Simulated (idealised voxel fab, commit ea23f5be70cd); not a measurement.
Documented hereafter: the process module known as voxel gate over fins.
cross-section cut | 160 nm wide | cells 5 nm
Cross-sections here: square-cell grids, written as top-down lists of bands, a band being one or more rows of cells.
The band entry comprises the height of the band's top followed by the height of its bottom, expressed in nm, and subsequently the band's materials from left to right, each stated together with its width in nm. Where a single material is marked with the word "throughout", that material fills the band from edge to edge. The word "blank" represents empty space.
Height datum 0, below which the as-received substrate wafer is one material. Lowest band open at the bottom, running downward: "0 down".
The notation "30->40" denotes a width that varies across the rows of cells in the band, beginning at the first number in the top row, finishing at the second number in the bottom row, and changing by an identical amount from each row to the next.
Reading "no alteration" for a step: not a cell of the cross-section changed in it.
"Closed void listing" - sealed voids, min. 8 cells, no opening to top; format: width x height at distance (distance from left edge; nm throughout).
Post-settings text on a step line: simulator's own remark regarding the step.
What "overlay nm" on a step's line means: if the step has a mask, that mask lay this far to the right of its planned place, or, when the value is negative, to the left.
[Listed below are the process steps as planned]
- 1: RECEIVE with material Si
- 2: CONFORMAL_DEP with material SiN, thk nm 10
- 3: MASKED_ETCH with tone cover, mask id FINS, width nm 15, pitch nm 60, etch materials SiN, depth nm 10, overlay nm 0
- 4: MASKED_ETCH with tone cover, mask id FINS, width nm 15, pitch nm 60, etch materials Si, depth nm 35, overlay nm 0
- 5: OXIDIZE with depth nm 5
- 6: FILL_DEP with material SiO2, thk nm 15
- 7: CMP with height nm 10
- 8: MASKED_ETCH with tone open, mask id RAIL, width nm 15, etch materials SiO2, depth nm 40, overlay nm 0
- 9: CONFORMAL_DEP with material TiN, thk nm 5
- 10: FILL_DEP with material Ru, thk nm 5
- 11: CMP with height nm 10
- 12: SELECTIVE_ETCH with etch materials W Ru TiN, depth nm 25
- 13: FILL_DEP with material SiO2, thk nm 5
- 14: CMP with height nm 10
- 15: SELECTIVE_ETCH with etch materials SiO2, depth nm 20
- 16: STRIP with etch materials SiN
- 17: CONFORMAL_DEP with material HfO2, thk nm 5
- 18: CONFORMAL_DEP with material TiN, thk nm 5
- 19: CONFORMAL_DEP with material TiAl, thk nm 5
- 20: CONFORMAL_DEP with material TiN, thk nm 5
- 21: FILL_DEP with material W, thk nm 10
- 22: CMP with height nm 25
- 23: CONFORMAL_DEP with material SiN, thk nm 10
[Wafer as received: cross-section following step 1]
  0 down: Si throughout
  Closed void listing: none
[End-of-module cross-section of the first of two wafers, processed as planned]
  35 to 25: SiN throughout
  25 to 20: W throughout
  20 to 15: 25 of W; 45 of TiN; 15 of W; 45 of TiN; 30 of W
  15 to 10: 25 of W; 5 of TiN; 35 of TiAl; 5 of TiN; 15 of W; 5 of TiN; 35 of TiAl; 5 of TiN; 30 of W
  10 to 5: 30 of TiN; 5 of TiAl; 25 of TiN; 5 of TiAl; 25 of TiN; 5 of TiAl; 25 of TiN; 5 of TiAl; 35 of TiN
  5 to 0: 35 of TiAl; 5 of TiN; 15 of HfO2; 5 of TiN; 35 of TiAl; 5 of TiN; 15 of HfO2; 5 of TiN; 40 of TiAl
  0 to -5: 40 of TiN; 5 of HfO2; 5 of Si; 5 of HfO2; 45 of TiN; 5 of HfO2; 5 of Si; 5 of HfO2; 45 of TiN
  -5 to -10: 45 of HfO2; 5 of Si; 55 of HfO2; 5 of Si; 50 of HfO2
  -10 to -15: 45 of SiO2; 5 of Si; 55 of SiO2; 5 of Si; 50 of SiO2
  -15 to -25: 45 of SiO2; 5 of Si; 20 of SiO2; 5 of TiN; 5 of Ru; 5 of TiN; 20 of SiO2; 5 of Si; 50 of SiO2
  -25 to -30: 45 of SiO2; 5 of Si; 20 of SiO2; 15 of TiN; 20 of SiO2; 5 of Si; 50 of SiO2
  -30 to -40: 45 of SiO2; 5 of Si; 55 of SiO2; 5 of Si; 50 of SiO2
  -40 down: Si throughout
  Closed void listing: none
[Wafer two, end of module, cross-section. Same start, same plan as wafer one. One mistake in the run]
  35 to 25: SiN throughout
  25 to 20: W throughout
  20 to 15: 25 of W; 45 of TiN; 15 of W; 45 of TiN; 30 of W
  15 to 10: 25 of W; 5 of TiN; 35 of TiAl; 15 of TiN; 5 of W; 5 of TiN; 35 of TiAl; 15 of TiN; 20 of W
  10 to 5: 30 of TiN; 5 of TiAl; 25 of TiN; 15 of TiAl; 15 of TiN; 5 of TiAl; 25 of TiN; 15 of TiAl; 25 of TiN
  5 to 0: 35 of TiAl; 5 of TiN; 15 of HfO2; 15 of TiN; 25 of TiAl; 5 of TiN; 15 of HfO2; 15 of TiN; 30 of TiAl
  0 to -5: 40 of TiN; 5 of HfO2; 5 of Si; 15 of HfO2; 35 of TiN; 5 of HfO2; 5 of Si; 15 of HfO2; 35 of TiN
  -5 to -10: 45 of HfO2; 15 of Si; 45 of HfO2; 15 of Si; 40 of HfO2
  -10 to -15: 45 of SiO2; 15 of Si; 45 of SiO2; 15 of Si; 40 of SiO2
  -15 to -25: 45 of SiO2; 15 of Si; 10 of SiO2; 5 of TiN; 5 of Ru; 5 of TiN; 20 of SiO2; 15 of Si; 40 of SiO2
  -25 to -30: 45 of SiO2; 15 of Si; 10 of SiO2; 15 of TiN; 20 of SiO2; 15 of Si; 40 of SiO2
  -30 to -40: 45 of SiO2; 15 of Si; 45 of SiO2; 15 of Si; 40 of SiO2
  -40 down: Si throughout
  Closed void listing: none
Deviation from plan: contrary to plan, step 4 was performed as MASKED_ETCH with tone cover, mask id FINS, width nm 15, pitch nm 60, etch materials Si, depth nm 35, overlay nm 10
At the finish, the second wafer shows more or fewer cells for some materials than the first does: +28 Si | -24 SiO2 | -4 W
